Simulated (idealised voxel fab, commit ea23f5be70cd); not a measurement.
voxel wiring stack: a process module
Cross-sectional view cut (width: 260 nm; square cell size: 5 nm).
We lay out every cross-section as a grid of square cells and spell it out in bands from the top down, where one band means one or more rows of cells. It is stipulated that each band's entry specify, in nanometres, the height of the top of the band and then that of its bottom, followed by the materials of the band in left-to-right sequence, each together with its width in nanometres. A single material marked by the word "all across" is understood to fill the band from edge to edge; the word "air" is understood to denote empty space. Height datum 0, below which the as-received substrate wafer is one material. Lowest band open at the bottom, running downward: "0..down". It should be noted that a width expressed as "30..40" varies in equal increments from row to row of cells within the band, taking the value of the first number at the top row and that of the second number at the bottom row. Basically "no alteration" means that step didn't change any cell in the cross-section. What "Closed cavities" gives you is every empty space of 8 cells or more that is cut off from the top. Each appears as width x height at distance, with the distance taken from the left edge and width, height and distance all in nm. On each step's line, the part that comes after the settings is the simulator's own comment on the step. "overlay nm" denotes, for a step that has a mask, the displacement of the mask to the right of its planned place, with negative values corresponding to the left.
Listed below are the process steps as planned
1: RECEIVE, material Si
2: CONFORMAL_DEP, material SiO2, thk nm 10
3: CONFORMAL_DEP, material SiCN, thk nm 5
4: DIRECTIONAL_DEP, material SiO2, thk nm 25
5: MASKED_ETCH, tone open, mask id METAL_1, width nm 30, pitch nm 55, etch materials SiO2, depth nm 25, overlay nm 0
6: MASKED_ETCH, tone open, mask id METAL_1, width nm 30, pitch nm 55, etch materials SiCN, depth nm 5, overlay nm 0
7: CONFORMAL_DEP, material TiN, thk nm 5
8: FILL_DEP, material Cu, thk nm 5
9: CMP, height nm 40
10: CONFORMAL_DEP, material SiCN, thk nm 5
11: DIRECTIONAL_DEP, material SiO2, thk nm 35
12: PATTERN, tone open, mask id METAL_2_HOLES, material resist, width nm 15, pitch nm 55, thk nm 15, overlay nm 0
13: DIRECTIONAL_ETCH, etch materials SiO2, depth nm 35
14: STRIP, etch materials resist
15: PATTERN, tone open, mask id METAL_2, material resist, width nm 30, pitch nm 55, thk nm 20, overlay nm 0
16: DIRECTIONAL_ETCH, etch materials SiO2, depth nm 20
17: DIRECTIONAL_ETCH, etch materials SiCN, depth nm 5
18: STRIP, etch materials resist
19: CONFORMAL_DEP, material TiN, thk nm 5
20: FILL_DEP, material Ru, thk nm 5
21: CMP, height nm 80
22: CONFORMAL_DEP, material SiCN, thk nm 5
23: DIRECTIONAL_DEP, material SiO2, thk nm 25
24: PATTERN, tone open, mask id METAL_3, material resist, width nm 30, pitch nm 55, thk nm 15, overlay nm 0
25: DIRECTIONAL_ETCH, etch materials SiO2, depth nm 15
26: STRIP, etch materials resist
27: PATTERN, tone open, mask id METAL_3_HOLES, material resist, width nm 15, pitch nm 55, thk nm 20, overlay nm 0
28: DIRECTIONAL_ETCH, etch materials SiO2, depth nm 10
29: DIRECTIONAL_ETCH, etch materials SiCN, depth nm 5
30: STRIP, etch materials resist
31: CONFORMAL_DEP, material TiN, thk nm 5
32: FILL_DEP, material Ru, thk nm 5
33: CMP, height nm 110
34: CONFORMAL_DEP, material SiCN, thk nm 5
The first of the two wafers, which ran as planned
This is the cross-section of the wafer as we received it, i.e. after step 1
> 0..down: Si all across
> Closed cavities: none
Wafer after step 2 (cross-section)
> 10..0: SiO2 all across
> Rest of section, below 0: as before.
Wafer after step 3 (cross-section)
> 15..10: SiCN all across
> Rest of section, below 10: as before.
Wafer after step 4 (cross-section)
> 40..15: SiO2 all across
> Rest of section, below 15: as before.
Wafer after step 5 (cross-section)
> 40..15: 30 nm SiO2 | 30 nm air | 25 nm SiO2 | 30 nm air | 25 nm SiO2 | 30 nm air | 25 nm SiO2 | 30 nm air | 35 nm SiO2
> Rest of section, below 15: as before.
Wafer after step 6 (cross-section)
> 40..15: 30 nm SiO2 | 30 nm air | 25 nm SiO2 | 30 nm air | 25 nm SiO2 | 30 nm air | 25 nm SiO2 | 30 nm air | 35 nm SiO2
> 15..10: 30 nm SiCN | 30 nm air | 25 nm SiCN | 30 nm air | 25 nm SiCN | 30 nm air | 25 nm SiCN | 30 nm air | 35 nm SiCN
> Rest of section, below 10: as before.
Wafer after step 7 (cross-section)
> 45..40: 35 nm TiN | 20 nm air | 35 nm TiN | 20 nm air | 35 nm TiN | 20 nm air | 35 nm TiN | 20 nm air | 40 nm TiN
> 40..15: 30 nm SiO2 | 5 nm TiN | 20 nm air | 5 nm TiN | 25 nm SiO2 | 5 nm TiN | 20 nm air | 5 nm TiN | 25 nm SiO2 | 5 nm TiN | 20 nm air | 5 nm TiN | 25 nm SiO2 | 5 nm TiN | 20 nm air | 5 nm TiN | 35 nm SiO2
> 15..10: 30 nm SiCN | 30 nm TiN | 25 nm SiCN | 30 nm TiN | 25 nm SiCN | 30 nm TiN | 25 nm SiCN | 30 nm TiN | 35 nm SiCN
> Rest of section, below 10: as before.
Wafer after step 8 (cross-section)
> 50..45: Cu all across
> 45..40: 35 nm TiN | 20 nm Cu | 35 nm TiN | 20 nm Cu | 35 nm TiN | 20 nm Cu | 35 nm TiN | 20 nm Cu | 40 nm TiN
> 40..15: 30 nm SiO2 | 5 nm TiN | 20 nm Cu | 5 nm TiN | 25 nm SiO2 | 5 nm TiN | 20 nm Cu | 5 nm TiN | 25 nm SiO2 | 5 nm TiN | 20 nm Cu | 5 nm TiN | 25 nm SiO2 | 5 nm TiN | 20 nm Cu | 5 nm TiN | 35 nm SiO2
> Rest of section, below 15: as before.
Wafer after step 9 (cross-section)
> 40..15: 30 nm SiO2 | 5 nm TiN | 20 nm Cu | 5 nm TiN | 25 nm SiO2 | 5 nm TiN | 20 nm Cu | 5 nm TiN | 25 nm SiO2 | 5 nm TiN | 20 nm Cu | 5 nm TiN | 25 nm SiO2 | 5 nm TiN | 20 nm Cu | 5 nm TiN | 35 nm SiO2
> Rest of section, below 15: as before.
Wafer after step 10 (cross-section)
> 45..40: SiCN all across
> Rest of section, below 40: as before.
Wafer after step 11 (cross-section)
> 80..45: SiO2 all across
> Rest of section, below 45: as before.
Wafer after step 12 (cross-section)
> 95..80: 30 nm resist | 15 nm air | 40 nm resist | 15 nm air | 40 nm resist | 15 nm air | 40 nm resist | 15 nm air | 50 nm resist
> Rest of section, below 80: as before.
Wafer after step 13 (cross-section)
> 95..80: 30 nm resist | 15 nm air | 40 nm resist | 15 nm air | 40 nm resist | 15 nm air | 40 nm resist | 15 nm air | 50 nm resist
> 80..45: 30 nm SiO2 | 15 nm air | 40 nm SiO2 | 15 nm air | 40 nm SiO2 | 15 nm air | 40 nm SiO2 | 15 nm air | 50 nm SiO2
> Rest of section, below 45: as before.
Wafer after step 14 (cross-section)
> 80..45: 30 nm SiO2 | 15 nm air | 40 nm SiO2 | 15 nm air | 40 nm SiO2 | 15 nm air | 40 nm SiO2 | 15 nm air | 50 nm SiO2
> Rest of section, below 45: as before.
Wafer after step 15 (cross-section)
> 100..80: 30 nm resist | 30 nm air | 25 nm resist | 30 nm air | 25 nm resist | 30 nm air | 25 nm resist | 30 nm air | 35 nm resist
> Rest of section, below 80: as before.
Wafer after step 16 (cross-section)
> 100..80: 30 nm resist | 30 nm air | 25 nm resist | 30 nm air | 25 nm resist | 30 nm air | 25 nm resist | 30 nm air | 35 nm resist
> 80..60: 30 nm SiO2 | 30 nm air | 25 nm SiO2 | 30 nm air | 25 nm SiO2 | 30 nm air | 25 nm SiO2 | 30 nm air | 35 nm SiO2
> Rest of section, below 60: as before.
Wafer after step 17 (cross-section)
> 100..80: 30 nm resist | 30 nm air | 25 nm resist | 30 nm air | 25 nm resist | 30 nm air | 25 nm resist | 30 nm air | 35 nm resist
> 80..60: 30 nm SiO2 | 30 nm air | 25 nm SiO2 | 30 nm air | 25 nm SiO2 | 30 nm air | 25 nm SiO2 | 30 nm air | 35 nm SiO2
> 60..45: 30 nm SiO2 | 15 nm air | 40 nm SiO2 | 15 nm air | 40 nm SiO2 | 15 nm air | 40 nm SiO2 | 15 nm air | 50 nm SiO2
> 45..40: 30 nm SiCN | 15 nm air | 40 nm SiCN | 15 nm air | 40 nm SiCN | 15 nm air | 40 nm SiCN | 15 nm air | 50 nm SiCN
> Rest of section, below 40: as before.
Wafer after step 18 (cross-section)
> 80..60: 30 nm SiO2 | 30 nm air | 25 nm SiO2 | 30 nm air | 25 nm SiO2 | 30 nm air | 25 nm SiO2 | 30 nm air | 35 nm SiO2
> Rest of section, below 60: as before.
Wafer after step 19 (cross-section)
> 85..80: 35 nm TiN | 20 nm air | 35 nm TiN | 20 nm air | 35 nm TiN | 20 nm air | 35 nm TiN | 20 nm air | 40 nm TiN
> 80..65: 30 nm SiO2 | 5 nm TiN | 20 nm air | 5 nm TiN | 25 nm SiO2 | 5 nm TiN | 20 nm air | 5 nm TiN | 25 nm SiO2 | 5 nm TiN | 20 nm air | 5 nm TiN | 25 nm SiO2 | 5 nm TiN | 20 nm air | 5 nm TiN | 35 nm SiO2
> 65..60: 30 nm SiO2 | 5 nm TiN | 5 nm air | 20 nm TiN | 25 nm SiO2 | 5 nm TiN | 5 nm air | 20 nm TiN | 25 nm SiO2 | 5 nm TiN | 5 nm air | 20 nm TiN | 25 nm SiO2 | 5 nm TiN | 5 nm air | 20 nm TiN | 35 nm SiO2
> 60..45: 30 nm SiO2 | 5 nm TiN | 5 nm air | 5 nm TiN | 40 nm SiO2 | 5 nm TiN | 5 nm air | 5 nm TiN | 40 nm SiO2 | 5 nm TiN | 5 nm air | 5 nm TiN | 40 nm SiO2 | 5 nm TiN | 5 nm air | 5 nm TiN | 50 nm SiO2
> 45..40: 30 nm SiCN | 15 nm TiN | 40 nm SiCN | 15 nm TiN | 40 nm SiCN | 15 nm TiN | 40 nm SiCN | 15 nm TiN | 50 nm SiCN
> Rest of section, below 40: as before.
Wafer after step 20 (cross-section)
> 90..85: Ru all across
> 85..80: 35 nm TiN | 20 nm Ru | 35 nm TiN | 20 nm Ru | 35 nm TiN | 20 nm Ru | 35 nm TiN | 20 nm Ru | 40 nm TiN
> 80..65: 30 nm SiO2 | 5 nm TiN | 20 nm Ru | 5 nm TiN | 25 nm SiO2 | 5 nm TiN | 20 nm Ru | 5 nm TiN | 25 nm SiO2 | 5 nm TiN | 20 nm Ru | 5 nm TiN | 25 nm SiO2 | 5 nm TiN | 20 nm Ru | 5 nm TiN | 35 nm SiO2
> 65..60: 30 nm SiO2 | 5 nm TiN | 5 nm Ru | 20 nm TiN | 25 nm SiO2 | 5 nm TiN | 5 nm Ru | 20 nm TiN | 25 nm SiO2 | 5 nm TiN | 5 nm Ru | 20 nm TiN | 25 nm SiO2 | 5 nm TiN | 5 nm Ru | 20 nm TiN | 35 nm SiO2
> 60..45: 30 nm SiO2 | 5 nm TiN | 5 nm Ru | 5 nm TiN | 40 nm SiO2 | 5 nm TiN | 5 nm Ru | 5 nm TiN | 40 nm SiO2 | 5 nm TiN | 5 nm Ru | 5 nm TiN | 40 nm SiO2 | 5 nm TiN | 5 nm Ru | 5 nm TiN | 50 nm SiO2
> Rest of section, below 45: as before.
Wafer after step 21 (cross-section)
> 80..65: 30 nm SiO2 | 5 nm TiN | 20 nm Ru | 5 nm TiN | 25 nm SiO2 | 5 nm TiN | 20 nm Ru | 5 nm TiN | 25 nm SiO2 | 5 nm TiN | 20 nm Ru | 5 nm TiN | 25 nm SiO2 | 5 nm TiN | 20 nm Ru | 5 nm TiN | 35 nm SiO2
> Rest of section, below 65: as before.
Wafer after step 22 (cross-section)
> 85..80: SiCN all across
> Rest of section, below 80: as before.
Wafer after step 23 (cross-section)
> 110..85: SiO2 all across
> Rest of section, below 85: as before.
Wafer after step 24 (cross-section)
> 125..110: 30 nm resist | 30 nm air | 25 nm resist | 30 nm air | 25 nm resist | 30 nm air | 25 nm resist | 30 nm air | 35 nm resist
> Rest of section, below 110: as before.
Wafer after step 25 (cross-section)
> 125..110: 30 nm resist | 30 nm air | 25 nm resist | 30 nm air | 25 nm resist | 30 nm air | 25 nm resist | 30 nm air | 35 nm resist
> 110..95: 30 nm SiO2 | 30 nm air | 25 nm SiO2 | 30 nm air | 25 nm SiO2 | 30 nm air | 25 nm SiO2 | 30 nm air | 35 nm SiO2
> Rest of section, below 95: as before.
Wafer after step 26 (cross-section)
> 110..95: 30 nm SiO2 | 30 nm air | 25 nm SiO2 | 30 nm air | 25 nm SiO2 | 30 nm air | 25 nm SiO2 | 30 nm air | 35 nm SiO2
> Rest of section, below 95: as before.
Wafer after step 27 (cross-section)
> 130..110: 30 nm resist | 15 nm air | 40 nm resist | 15 nm air | 40 nm resist | 15 nm air | 40 nm resist | 15 nm air | 50 nm resist
> 110..95: 30 nm SiO2 | 15 nm air | 15 nm resist | 25 nm SiO2 | 15 nm air | 15 nm resist | 25 nm SiO2 | 15 nm air | 15 nm resist | 25 nm SiO2 | 15 nm air | 15 nm resist | 35 nm SiO2
> Rest of section, below 95: as before.
Wafer after step 28 (cross-section)
> 130..110: 30 nm resist | 15 nm air | 40 nm resist | 15 nm air | 40 nm resist | 15 nm air | 40 nm resist | 15 nm air | 50 nm resist
> 110..95: 30 nm SiO2 | 15 nm air | 15 nm resist | 25 nm SiO2 | 15 nm air | 15 nm resist | 25 nm SiO2 | 15 nm air | 15 nm resist | 25 nm SiO2 | 15 nm air | 15 nm resist | 35 nm SiO2
> 95..85: 30 nm SiO2 | 15 nm air | 40 nm SiO2 | 15 nm air | 40 nm SiO2 | 15 nm air | 40 nm SiO2 | 15 nm air | 50 nm SiO2
> Rest of section, below 85: as before.
Wafer after step 29 (cross-section)
> 130..110: 30 nm resist | 15 nm air | 40 nm resist | 15 nm air | 40 nm resist | 15 nm air | 40 nm resist | 15 nm air | 50 nm resist
> 110..95: 30 nm SiO2 | 15 nm air | 15 nm resist | 25 nm SiO2 | 15 nm air | 15 nm resist | 25 nm SiO2 | 15 nm air | 15 nm resist | 25 nm SiO2 | 15 nm air | 15 nm resist | 35 nm SiO2
> 95..85: 30 nm SiO2 | 15 nm air | 40 nm SiO2 | 15 nm air | 40 nm SiO2 | 15 nm air | 40 nm SiO2 | 15 nm air | 50 nm SiO2
> 85..80: 30 nm SiCN | 15 nm air | 40 nm SiCN | 15 nm air | 40 nm SiCN | 15 nm air | 40 nm SiCN | 15 nm air | 50 nm SiCN
> Rest of section, below 80: as before.
Wafer after step 30 (cross-section)
> 110..95: 30 nm SiO2 | 30 nm air | 25 nm SiO2 | 30 nm air | 25 nm SiO2 | 30 nm air | 25 nm SiO2 | 30 nm air | 35 nm SiO2
> Rest of section, below 95: as before.
Wafer after step 31 (cross-section)
> 115..110: 35 nm TiN | 20 nm air | 35 nm TiN | 20 nm air | 35 nm TiN | 20 nm air | 35 nm TiN | 20 nm air | 40 nm TiN
> 110..100: 30 nm SiO2 | 5 nm TiN | 20 nm air | 5 nm TiN | 25 nm SiO2 | 5 nm TiN | 20 nm air | 5 nm TiN | 25 nm SiO2 | 5 nm TiN | 20 nm air | 5 nm TiN | 25 nm SiO2 | 5 nm TiN | 20 nm air | 5 nm TiN | 35 nm SiO2
> 100..95: 30 nm SiO2 | 5 nm TiN | 5 nm air | 20 nm TiN | 25 nm SiO2 | 5 nm TiN | 5 nm air | 20 nm TiN | 25 nm SiO2 | 5 nm TiN | 5 nm air | 20 nm TiN | 25 nm SiO2 | 5 nm TiN | 5 nm air | 20 nm TiN | 35 nm SiO2
> 95..85: 30 nm SiO2 | 5 nm TiN | 5 nm air | 5 nm TiN | 40 nm SiO2 | 5 nm TiN | 5 nm air | 5 nm TiN | 40 nm SiO2 | 5 nm TiN | 5 nm air | 5 nm TiN | 40 nm SiO2 | 5 nm TiN | 5 nm air | 5 nm TiN | 50 nm SiO2
> 85..80: 30 nm SiCN | 15 nm TiN | 40 nm SiCN | 15 nm TiN | 40 nm SiCN | 15 nm TiN | 40 nm SiCN | 15 nm TiN | 50 nm SiCN
> Rest of section, below 80: as before.
Wafer after step 32 (cross-section)
> 120..115: Ru all across
> 115..110: 35 nm TiN | 20 nm Ru | 35 nm TiN | 20 nm Ru | 35 nm TiN | 20 nm Ru | 35 nm TiN | 20 nm Ru | 40 nm TiN
> 110..100: 30 nm SiO2 | 5 nm TiN | 20 nm Ru | 5 nm TiN | 25 nm SiO2 | 5 nm TiN | 20 nm Ru | 5 nm TiN | 25 nm SiO2 | 5 nm TiN | 20 nm Ru | 5 nm TiN | 25 nm SiO2 | 5 nm TiN | 20 nm Ru | 5 nm TiN | 35 nm SiO2
> 100..95: 30 nm SiO2 | 5 nm TiN | 5 nm Ru | 20 nm TiN | 25 nm SiO2 | 5 nm TiN | 5 nm Ru | 20 nm TiN | 25 nm SiO2 | 5 nm TiN | 5 nm Ru | 20 nm TiN | 25 nm SiO2 | 5 nm TiN | 5 nm Ru | 20 nm TiN | 35 nm SiO2
> 95..85: 30 nm SiO2 | 5 nm TiN | 5 nm Ru | 5 nm TiN | 40 nm SiO2 | 5 nm TiN | 5 nm Ru | 5 nm TiN | 40 nm SiO2 | 5 nm TiN | 5 nm Ru | 5 nm TiN | 40 nm SiO2 | 5 nm TiN | 5 nm Ru | 5 nm TiN | 50 nm SiO2
> Rest of section, below 85: as before.
Wafer after step 33 (cross-section)
> 110..100: 30 nm SiO2 | 5 nm TiN | 20 nm Ru | 5 nm TiN | 25 nm SiO2 | 5 nm TiN | 20 nm Ru | 5 nm TiN | 25 nm SiO2 | 5 nm TiN | 20 nm Ru | 5 nm TiN | 25 nm SiO2 | 5 nm TiN | 20 nm Ru | 5 nm TiN | 35 nm SiO2
> Rest of section, below 100: as before.
Wafer after step 34 (cross-section)
> 115..110: SiCN all across
> Rest of section, below 110: as before.
Wafer two. Same start, same plan, one slip in execution. Same as wafer one through step 10, inclusive
Second wafer at the planned finish of step 11, seen in cross-section
> 115..45: SiO2 all across
> Rest of section, below 45: as before.
Second wafer at the planned finish of step 12, seen in cross-section
> 130..115: 30 nm resist | 15 nm air | 40 nm resist | 15 nm air | 40 nm resist | 15 nm air | 40 nm resist | 15 nm air | 50 nm resist
> Rest of section, below 115: as before.
Second wafer at the planned finish of step 13, seen in cross-section
> 130..115: 30 nm resist | 15 nm air | 40 nm resist | 15 nm air | 40 nm resist | 15 nm air | 40 nm resist | 15 nm air | 50 nm resist
> 115..80: 30 nm SiO2 | 15 nm air | 40 nm SiO2 | 15 nm air | 40 nm SiO2 | 15 nm air | 40 nm SiO2 | 15 nm air | 50 nm SiO2
> Rest of section, below 80: as before.
Second wafer at the planned finish of step 14, seen in cross-section
> 115..80: 30 nm SiO2 | 15 nm air | 40 nm SiO2 | 15 nm air | 40 nm SiO2 | 15 nm air | 40 nm SiO2 | 15 nm air | 50 nm SiO2
> Rest of section, below 80: as before.
Second wafer at the planned finish of step 15, seen in cross-section
> 135..115: 30 nm resist | 30 nm air | 25 nm resist | 30 nm air | 25 nm resist | 30 nm air | 25 nm resist | 30 nm air | 35 nm resist
> Rest of section, below 115: as before.
Second wafer at the planned finish of step 16, seen in cross-section
> 135..115: 30 nm resist | 30 nm air | 25 nm resist | 30 nm air | 25 nm resist | 30 nm air | 25 nm resist | 30 nm air | 35 nm resist
> 115..95: 30 nm SiO2 | 30 nm air | 25 nm SiO2 | 30 nm air | 25 nm SiO2 | 30 nm air | 25 nm SiO2 | 30 nm air | 35 nm SiO2
> 95..60: 30 nm SiO2 | 15 nm air | 40 nm SiO2 | 15 nm air | 40 nm SiO2 | 15 nm air | 40 nm SiO2 | 15 nm air | 50 nm SiO2
> Rest of section, below 60: as before.
Second wafer at the planned finish of step 17, seen in cross-section: no alteration
Second wafer at the planned finish of step 18, seen in cross-section
> 115..95: 30 nm SiO2 | 30 nm air | 25 nm SiO2 | 30 nm air | 25 nm SiO2 | 30 nm air | 25 nm SiO2 | 30 nm air | 35 nm SiO2
> Rest of section, below 95: as before.
Second wafer at the planned finish of step 19, seen in cross-section
> 120..115: 35 nm TiN | 20 nm air | 35 nm TiN | 20 nm air | 35 nm TiN | 20 nm air | 35 nm TiN | 20 nm air | 40 nm TiN
> 115..100: 30 nm SiO2 | 5 nm TiN | 20 nm air | 5 nm TiN | 25 nm SiO2 | 5 nm TiN | 20 nm air | 5 nm TiN | 25 nm SiO2 | 5 nm TiN | 20 nm air | 5 nm TiN | 25 nm SiO2 | 5 nm TiN | 20 nm air | 5 nm TiN | 35 nm SiO2
> 100..95: 30 nm SiO2 | 5 nm TiN | 5 nm air | 20 nm TiN | 25 nm SiO2 | 5 nm TiN | 5 nm air | 20 nm TiN | 25 nm SiO2 | 5 nm TiN | 5 nm air | 20 nm TiN | 25 nm SiO2 | 5 nm TiN | 5 nm air | 20 nm TiN | 35 nm SiO2
> 95..65: 30 nm SiO2 | 5 nm TiN | 5 nm air | 5 nm TiN | 40 nm SiO2 | 5 nm TiN | 5 nm air | 5 nm TiN | 40 nm SiO2 | 5 nm TiN | 5 nm air | 5 nm TiN | 40 nm SiO2 | 5 nm TiN | 5 nm air | 5 nm TiN | 50 nm SiO2
> 65..60: 30 nm SiO2 | 15 nm TiN | 40 nm SiO2 | 15 nm TiN | 40 nm SiO2 | 15 nm TiN | 40 nm SiO2 | 15 nm TiN | 50 nm SiO2
> Rest of section, below 60: as before.
Second wafer at the planned finish of step 20, seen in cross-section
> 125..120: Ru all across
> 120..115: 35 nm TiN | 20 nm Ru | 35 nm TiN | 20 nm Ru | 35 nm TiN | 20 nm Ru | 35 nm TiN | 20 nm Ru | 40 nm TiN
> 115..100: 30 nm SiO2 | 5 nm TiN | 20 nm Ru | 5 nm TiN | 25 nm SiO2 | 5 nm TiN | 20 nm Ru | 5 nm TiN | 25 nm SiO2 | 5 nm TiN | 20 nm Ru | 5 nm TiN | 25 nm SiO2 | 5 nm TiN | 20 nm Ru | 5 nm TiN | 35 nm SiO2
> 100..95: 30 nm SiO2 | 5 nm TiN | 5 nm Ru | 20 nm TiN | 25 nm SiO2 | 5 nm TiN | 5 nm Ru | 20 nm TiN | 25 nm SiO2 | 5 nm TiN | 5 nm Ru | 20 nm TiN | 25 nm SiO2 | 5 nm TiN | 5 nm Ru | 20 nm TiN | 35 nm SiO2
> 95..65: 30 nm SiO2 | 5 nm TiN | 5 nm Ru | 5 nm TiN | 40 nm SiO2 | 5 nm TiN | 5 nm Ru | 5 nm TiN | 40 nm SiO2 | 5 nm TiN | 5 nm Ru | 5 nm TiN | 40 nm SiO2 | 5 nm TiN | 5 nm Ru | 5 nm TiN | 50 nm SiO2
> Rest of section, below 65: as before.
Second wafer at the planned finish of step 21, seen in cross-section
> 80..65: 30 nm SiO2 | 5 nm TiN | 5 nm Ru | 5 nm TiN | 40 nm SiO2 | 5 nm TiN | 5 nm Ru | 5 nm TiN | 40 nm SiO2 | 5 nm TiN | 5 nm Ru | 5 nm TiN | 40 nm SiO2 | 5 nm TiN | 5 nm Ru | 5 nm TiN | 50 nm SiO2
> Rest of section, below 65: as before.
Second wafer at the planned finish of step 22, seen in cross-section
> 85..80: SiCN all across
> Rest of section, below 80: as before.
Second wafer at the planned finish of step 23, seen in cross-section
> 110..85: SiO2 all across
> Rest of section, below 85: as before.
Second wafer at the planned finish of step 24, seen in cross-section
> 125..110: 30 nm resist | 30 nm air | 25 nm resist | 30 nm air | 25 nm resist | 30 nm air | 25 nm resist | 30 nm air | 35 nm resist
> Rest of section, below 110: as before.
Second wafer at the planned finish of step 25, seen in cross-section
> 125..110: 30 nm resist | 30 nm air | 25 nm resist | 30 nm air | 25 nm resist | 30 nm air | 25 nm resist | 30 nm air | 35 nm resist
> 110..95: 30 nm SiO2 | 30 nm air | 25 nm SiO2 | 30 nm air | 25 nm SiO2 | 30 nm air | 25 nm SiO2 | 30 nm air | 35 nm SiO2
> Rest of section, below 95: as before.
Second wafer at the planned finish of step 26, seen in cross-section
> 110..95: 30 nm SiO2 | 30 nm air | 25 nm SiO2 | 30 nm air | 25 nm SiO2 | 30 nm air | 25 nm SiO2 | 30 nm air | 35 nm SiO2
> Rest of section, below 95: as before.
Second wafer at the planned finish of step 27, seen in cross-section
> 130..110: 30 nm resist | 15 nm air | 40 nm resist | 15 nm air | 40 nm resist | 15 nm air | 40 nm resist | 15 nm air | 50 nm resist
> 110..95: 30 nm SiO2 | 15 nm air | 15 nm resist | 25 nm SiO2 | 15 nm air | 15 nm resist | 25 nm SiO2 | 15 nm air | 15 nm resist | 25 nm SiO2 | 15 nm air | 15 nm resist | 35 nm SiO2
> Rest of section, below 95: as before.
Second wafer at the planned finish of step 28, seen in cross-section
> 130..110: 30 nm resist | 15 nm air | 40 nm resist | 15 nm air | 40 nm resist | 15 nm air | 40 nm resist | 15 nm air | 50 nm resist
> 110..95: 30 nm SiO2 | 15 nm air | 15 nm resist | 25 nm SiO2 | 15 nm air | 15 nm resist | 25 nm SiO2 | 15 nm air | 15 nm resist | 25 nm SiO2 | 15 nm air | 15 nm resist | 35 nm SiO2
> 95..85: 30 nm SiO2 | 15 nm air | 40 nm SiO2 | 15 nm air | 40 nm SiO2 | 15 nm air | 40 nm SiO2 | 15 nm air | 50 nm SiO2
> Rest of section, below 85: as before.
Second wafer at the planned finish of step 29, seen in cross-section
> 130..110: 30 nm resist | 15 nm air | 40 nm resist | 15 nm air | 40 nm resist | 15 nm air | 40 nm resist | 15 nm air | 50 nm resist
> 110..95: 30 nm SiO2 | 15 nm air | 15 nm resist | 25 nm SiO2 | 15 nm air | 15 nm resist | 25 nm SiO2 | 15 nm air | 15 nm resist | 25 nm SiO2 | 15 nm air | 15 nm resist | 35 nm SiO2
> 95..85: 30 nm SiO2 | 15 nm air | 40 nm SiO2 | 15 nm air | 40 nm SiO2 | 15 nm air | 40 nm SiO2 | 15 nm air | 50 nm SiO2
> 85..80: 30 nm SiCN | 15 nm air | 40 nm SiCN | 15 nm air | 40 nm SiCN | 15 nm air | 40 nm SiCN | 15 nm air | 50 nm SiCN
> Rest of section, below 80: as before.
Second wafer at the planned finish of step 30, seen in cross-section
> 110..95: 30 nm SiO2 | 30 nm air | 25 nm SiO2 | 30 nm air | 25 nm SiO2 | 30 nm air | 25 nm SiO2 | 30 nm air | 35 nm SiO2
> Rest of section, below 95: as before.
Second wafer at the planned finish of step 31, seen in cross-section
> 115..110: 35 nm TiN | 20 nm air | 35 nm TiN | 20 nm air | 35 nm TiN | 20 nm air | 35 nm TiN | 20 nm air | 40 nm TiN
> 110..100: 30 nm SiO2 | 5 nm TiN | 20 nm air | 5 nm TiN | 25 nm SiO2 | 5 nm TiN | 20 nm air | 5 nm TiN | 25 nm SiO2 | 5 nm TiN | 20 nm air | 5 nm TiN | 25 nm SiO2 | 5 nm TiN | 20 nm air | 5 nm TiN | 35 nm SiO2
> 100..95: 30 nm SiO2 | 5 nm TiN | 5 nm air | 20 nm TiN | 25 nm SiO2 | 5 nm TiN | 5 nm air | 20 nm TiN | 25 nm SiO2 | 5 nm TiN | 5 nm air | 20 nm TiN | 25 nm SiO2 | 5 nm TiN | 5 nm air | 20 nm TiN | 35 nm SiO2
> 95..85: 30 nm SiO2 | 5 nm TiN | 5 nm air | 5 nm TiN | 40 nm SiO2 | 5 nm TiN | 5 nm air | 5 nm TiN | 40 nm SiO2 | 5 nm TiN | 5 nm air | 5 nm TiN | 40 nm SiO2 | 5 nm TiN | 5 nm air | 5 nm TiN | 50 nm SiO2
> 85..80: 30 nm SiCN | 15 nm TiN | 40 nm SiCN | 15 nm TiN | 40 nm SiCN | 15 nm TiN | 40 nm SiCN | 15 nm TiN | 50 nm SiCN
> Rest of section, below 80: as before.
Second wafer at the planned finish of step 32, seen in cross-section
> 120..115: Ru all across
> 115..110: 35 nm TiN | 20 nm Ru | 35 nm TiN | 20 nm Ru | 35 nm TiN | 20 nm Ru | 35 nm TiN | 20 nm Ru | 40 nm TiN
> 110..100: 30 nm SiO2 | 5 nm TiN | 20 nm Ru | 5 nm TiN | 25 nm SiO2 | 5 nm TiN | 20 nm Ru | 5 nm TiN | 25 nm SiO2 | 5 nm TiN | 20 nm Ru | 5 nm TiN | 25 nm SiO2 | 5 nm TiN | 20 nm Ru | 5 nm TiN | 35 nm SiO2
> 100..95: 30 nm SiO2 | 5 nm TiN | 5 nm Ru | 20 nm TiN | 25 nm SiO2 | 5 nm TiN | 5 nm Ru | 20 nm TiN | 25 nm SiO2 | 5 nm TiN | 5 nm Ru | 20 nm TiN | 25 nm SiO2 | 5 nm TiN | 5 nm Ru | 20 nm TiN | 35 nm SiO2
> 95..85: 30 nm SiO2 | 5 nm TiN | 5 nm Ru | 5 nm TiN | 40 nm SiO2 | 5 nm TiN | 5 nm Ru | 5 nm TiN | 40 nm SiO2 | 5 nm TiN | 5 nm Ru | 5 nm TiN | 40 nm SiO2 | 5 nm TiN | 5 nm Ru | 5 nm TiN | 50 nm SiO2
> Rest of section, below 85: as before.
Second wafer at the planned finish of step 33, seen in cross-section
> 110..100: 30 nm SiO2 | 5 nm TiN | 20 nm Ru | 5 nm TiN | 25 nm SiO2 | 5 nm TiN | 20 nm Ru | 5 nm TiN | 25 nm SiO2 | 5 nm TiN | 20 nm Ru | 5 nm TiN | 25 nm SiO2 | 5 nm TiN | 20 nm Ru | 5 nm TiN | 35 nm SiO2
> Rest of section, below 100: as before.
Second wafer at the planned finish of step 34, seen in cross-section
> 115..110: SiCN all across
> Rest of section, below 110: as before.
Deviation noted in wafer processing: regarding the plan, step 11 was run twice
The closing comparison, in cells, has the second wafer with more or fewer of some materials than the first: -52 Ru; +12 SiCN; +84 SiO2; -44 TiN
